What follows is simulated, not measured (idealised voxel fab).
Herein follows the process module entitled voxel local oxidation.
Section shown: cut. Width: 265 nm. Cell size: 5 nm, square.
A cross-section in this document is a grid of square cells, and it is written down as bands, the top band listed before the ones below it; a band is made up of one or more rows of cells. Quick guide to a band line: top height, bottom height (nm) up front; then every material left to right with its width in nm. Only one material and it's marked "everywhere"? Then it fills the band edge to edge. And "blank" just means empty space. Heights are measured from 0, the level below which the as-received wafer is all one material; the lowest band has no bottom and continues downward, written as in "0 down". With a width like "30..40", each row of cells in the band differs from the next by the same amount, the top row carrying the first number and the bottom row the second. "no alterations made", as given for a step, is the statement that not any cell of the cross-section underwent a change during that step. Entry "Closed void inventory" = empty spaces >= 8 cells with no open way to the top; each as width x height at distance, distance from left edge, all nm. It should be noted that, on the line of a given step, the content following the step's settings is a remark produced by the simulator itself with respect to that step. overlay nm, on a step with a mask: how far to the right of its planned place the mask lay; to the left if negative.

[Planned process steps]
1 RECEIVE: material Si
2 OXIDIZE: depth nm 5
3 CONFORMAL_DEP: material SiN, thk nm 15
4 MASKED_ETCH: tone cover, mask id ACTIVE, width nm 105, pitch nm 125, etch materials SiN, depth nm 15, overlay nm 0
5 SELECTIVE_ETCH: etch materials SiO2, depth nm 5
6 OXIDIZE: depth nm 15
7 STRIP: etch materials SiN

[Cross-section of the incoming wafer, state after step 1]
	0 down  Si everywhere
	Closed void inventory: none

[Cross-sectional view of the first of the two wafers upon completion of the module, processed in accordance with the plan]
	0 to -5  blank: 20, then SiO2: 95, then blank: 30, then SiO2: 95, then blank: 25
	-5 to -20  SiO2: 35, then Si: 65, then SiO2: 60, then Si: 65, then SiO2: 40
	-20 down  Si everywhere
	Closed void inventory: none

[Presented here is a cross-section of the second of the two wafers as it stood at the end of the module. It was started in the same manner and assigned the same plan as the first wafer; however, one mistake was made in its execution]
	0 to -5  blank: 25, then SiO2: 95, then blank: 30, then SiO2: 95, then blank: 20
	-5 to -20  SiO2: 40, then Si: 65, then SiO2: 60, then Si: 65, then SiO2: 35
	-20 down  Si everywhere
	Closed void inventory: none
Error vs. plan: step 4 went in with a setting other than planned; the actual run was MASKED_ETCH: tone cover, mask id ACTIVE, width nm 105, pitch nm 125, etch materials SiN, depth nm 15, overlay nm 5
at the end the second wafer has, in cells: as many of each material as the first, in other places
